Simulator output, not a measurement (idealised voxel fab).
Process module name: voxel self aligned contacts
In the cross-section labelled cut, the width is 235 nm and each square cell is 5 nm.
Cross-section, as written here: a square-cell grid given band by band from the top down, where a band holds one or more rows of cells.
Heights first: top, then bottom, in nm. Then materials, left to right, each with a width in nm. "all across" on a single material: fills the band edge to edge. "empty": empty space.
All heights in this document are referenced to 0, defined as the level beneath which the wafer, as received, consists entirely of one material. The lowest band is not bounded below; it extends indefinitely downward and is written in the form "0 nm and below".
The notation "30..40" denotes a width that varies across the rows of cells in the band, beginning at the first number in the top row, finishing at the second number in the bottom row, and changing by an identical amount from each row to the next.
"no change" means the step left every cell of the cross-section as it was.
The entry titled "Sealed voids" provides the empty spaces that have no open way to the top, restricted to those of 8 cells or more. Each is presented as width x height at distance, the distance being measured from the left edge, with all three in nm.
On each step's line, the part that comes after the settings is the simulator's own comment on the step.
Each step line may optionally specify "overlay nm", which for a step with a mask gives the rightward distance between the mask's planned place and where it lay, a negative value indicating the leftward direction.

Process steps - plan:
1 op RECEIVE | material Si
2 op OXIDIZE | depth nm 5
3 op DIRECTIONAL_DEP | material polySi | thk nm 25
4 op DIRECTIONAL_DEP | material SiN | thk nm 15
5 op PATTERN | tone cover | mask id GATE | material resist | width nm 25 | pitch nm 60 | thk nm 15 | overlay nm 0
6 op DIRECTIONAL_ETCH | etch materials SiN | depth nm 15
7 op DIRECTIONAL_ETCH | etch materials polySi | depth nm 25
8 op STRIP | etch materials resist
9 op CONFORMAL_DEP | material SiN | thk nm 5
10 op DIRECTIONAL_ETCH | etch materials SiN | depth nm 5
11 op FILL_DEP | material SiO2 | thk nm 15
12 op CMP | height nm 50
13 op MASKED_ETCH | tone open | mask id CONTACT | width nm 45 | etch materials SiO2 | depth nm 55 | overlay nm 0
14 op CONFORMAL_DEP | material TiN | thk nm 5
15 op FILL_DEP | material Ru | thk nm 10
16 op CMP | height nm 50
17 op CONFORMAL_DEP | material SiN | thk nm 5

Delivered wafer in cross-section: state after step 1:
  0 nm and below | Si all across
  Sealed voids: none

End-of-module cross-section. Starting structure and process plan as above; one mistake made in running it:
  55 nm to 50 nm | SiN all across
  50 nm to 40 nm | SiO2=95; TiN=5; Ru=35..15; TiN=5..25; SiO2=95
  40 nm to 25 nm | SiO2=60; SiN=35; TiN=5; Ru=15; TiN=5; SiN=35; SiO2=80
  25 nm to 0 nm | SiO2=60; SiN=5; polySi=25; SiN=5; TiN=5; Ru=15; TiN=5; SiN=5; polySi=25; SiN=5; SiO2=80
  0 nm to -5 nm | SiO2=95; TiN=25; SiO2=115
  -5 nm and below | Si all across
  Sealed voids: none
Short version of what went wrong: step 5 off recipe, ran as op PATTERN | tone cover | mask id GATE | material resist | width nm 25 | pitch nm 60 | thk nm 15 | overlay nm -10
